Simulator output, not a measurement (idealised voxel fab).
Module name: voxel lift off (process module)
In the cross-section labelled cut, the width is 195 nm and each square cell is 5 nm.
A cross-section in this document is a grid of square cells, and it is written down as bands, the top band listed before the ones below it; a band is made up of one or more rows of cells.
Band entry format. Leading values: height of top, height of bottom, nm. Remainder: materials in left-to-right order, each with its width in nm. Special words: "all across" on a single material, which then fills the band edge to edge; "air", empty space.
Counting heights begins at 0, where everything beneath is, in the wafer as received, one material. The lowest band has no bottom; it goes on downwards, as "0 nm and below" shows.
Top row gets the first number, bottom row gets the second, and each row in between changes by the same step: that is how a band width like "30->40" works.
No cell of the cross-section changed in a step that is given as "changes: none".
"Enclosed empty spaces" enumerates empty spaces isolated from the top, with no open way to it, that contain at least 8 cells, giving each as width x height at distance from the left edge, all three in nm.
Text after the settings on a step's line: the simulator's own remark on that step.
overlay nm: where the mask lay relative to plan, measured to the right, on steps with a mask; negatives go left.
PROCESS STEPS FORESEEN IN THE PLAN
1 RECEIVE [material Si]
2 CONFORMAL_DEP [material SiN] [thk nm 5]
3 PATTERN [tone open] [mask id LINES] [material resist] [width nm 30] [pitch nm 50] [thk nm 15] [overlay nm 0]
4 DIRECTIONAL_DEP [material Ru] [thk nm 5]
5 STRIP [etch materials resist]
6 CONFORMAL_DEP [material SiO2] [thk nm 10]
AS-RECEIVED STATE OF THE WAFER IN CROSS-SECTION, EQUIVALENT TO POST-STEP 1
* 0 nm and below = Si all across
* Enclosed empty spaces: none
CROSS-SECTIONAL IMAGE OF THE FIRST OF TWO WAFERS AT THE END OF THE MODULE, THE RUN HAVING PROCEEDED AS PLANNED
* 20 nm to 15 nm = air (20) / SiO2 (150) / air (25)
* 15 nm to 10 nm = SiO2 all across
* 10 nm to 5 nm = SiO2 (30) / Ru (30) / SiO2 (20) / Ru (30) / SiO2 (20) / Ru (30) / SiO2 (35)
* 5 nm to 0 nm = SiN all across
* 0 nm and below = Si all across
* Enclosed empty spaces: none
END OF MODULE, SECOND WAFER, CROSS-SECTION. STARTED LIKE THE FIRST, PLANNED LIKE THE FIRST, RUN WITH ONE MISTAKE
* 20 nm to 15 nm = SiO2 (40) / air (10) / SiO2 (40) / air (10) / SiO2 (40) / air (10) / SiO2 (45)
* 15 nm to 10 nm = SiO2 all across
* 10 nm to 5 nm = Ru (30) / SiO2 (30) / Ru (20) / SiO2 (30) / Ru (20) / SiO2 (30) / Ru (35)
* 5 nm to 0 nm = SiN all across
* 0 nm and below = Si all across
* Enclosed empty spaces: none
what went wrong: step 3, actual vs plan mismatch, actual run PATTERN [tone cover] [mask id LINES] [material resist] [width nm 30] [pitch nm 50] [thk nm 15] [overlay nm 0]
Heads up, by the end the second wafer has more or fewer cells of some materials compared to the first: Ru: 3 more
